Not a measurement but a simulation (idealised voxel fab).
process module | voxel ribs on slabs
cross-section cut | 150 nm wide | cells 5 nm
A cross-section is a grid of square cells, given in bands from the top down. A band is one or more rows of cells.
Each band's line starts with the height of the band's top and of its bottom, in nm. Then come its materials from left to right, each with its width in nm. One material with "throughout" fills the band from edge to edge. "air" is empty space.
Height 0 is the level under which the wafer as received is all one material. The lowest band goes on downwards, as in "0 down".
A width such as "30 to 40" changes by the same amount from each row of cells to the next, from the band's top row to its bottom row.
"no change" after a step means that no cell of the cross-section changed.
closed voids: empty space of 8 cells or more with no open way to the top, each as width x height at its distance from the left edge, in nm
after a step's settings: what the simulator itself notes on the step
overlay nm, on a step with a mask: how far to the right of its planned place the mask lay; to the left if negative
plan
1 op RECEIVE | material Si
2 op DIRECTIONAL_DEP | material SiO2 | thk nm 25
3 op DIRECTIONAL_DEP | material polySi | thk nm 15
4 op DIRECTIONAL_DEP | material aC | thk nm 15
5 op PATTERN | tone cover | mask id RIB | material resist | width nm 20 | thk nm 30 | overlay nm 0
6 op DIRECTIONAL_ETCH | etch materials aC | depth nm 15
7 op STRIP | etch materials resist
8 op DIRECTIONAL_ETCH | etch materials polySi | depth nm 5
9 op STRIP | etch materials aC
10 op MASKED_ETCH | tone cover | mask id SLAB | width nm 70 | etch materials polySi | depth nm 10 | overlay nm 0
11 op FILL_DEP | material SiO2 | thk nm 30
12 op CMP | height nm 60
13 op DIRECTIONAL_DEP | material TiN | thk nm 10
14 op PATTERN | tone cover | mask id HEATER | material resist | width nm 30 | thk nm 15 | overlay nm 0
15 op DIRECTIONAL_ETCH | etch materials TiN | depth nm 10
16 op STRIP | etch materials resist
17 op CONFORMAL_DEP | material SiO2 | thk nm 10
as received, after step 1
  0 down: Si throughout
  closed voids: none
first wafer at the end, as planned
  80 to 70: air 50 | SiO2 50 | air 50
  70 to 60: SiO2 60 | TiN 30 | SiO2 60
  60 to 40: SiO2 throughout
  40 to 35: SiO2 65 | polySi 20 | SiO2 65
  35 to 25: SiO2 40 | polySi 70 | SiO2 40
  25 to 0: SiO2 throughout
  0 down: Si throughout
  closed voids: none
second wafer at the end: like start, like plan, one mistake
  80 to 70: air 50 | SiO2 50 | air 50
  70 to 60: SiO2 60 | TiN 30 | SiO2 60
  60 to 15: SiO2 throughout
  15 to 0: polySi throughout
  0 down: Si throughout
  closed voids: none
what went wrong: steps 2 and 3 were swapped
at the end the second wafer has, in cells: 58 fewer of SiO2 | 58 more of polySi
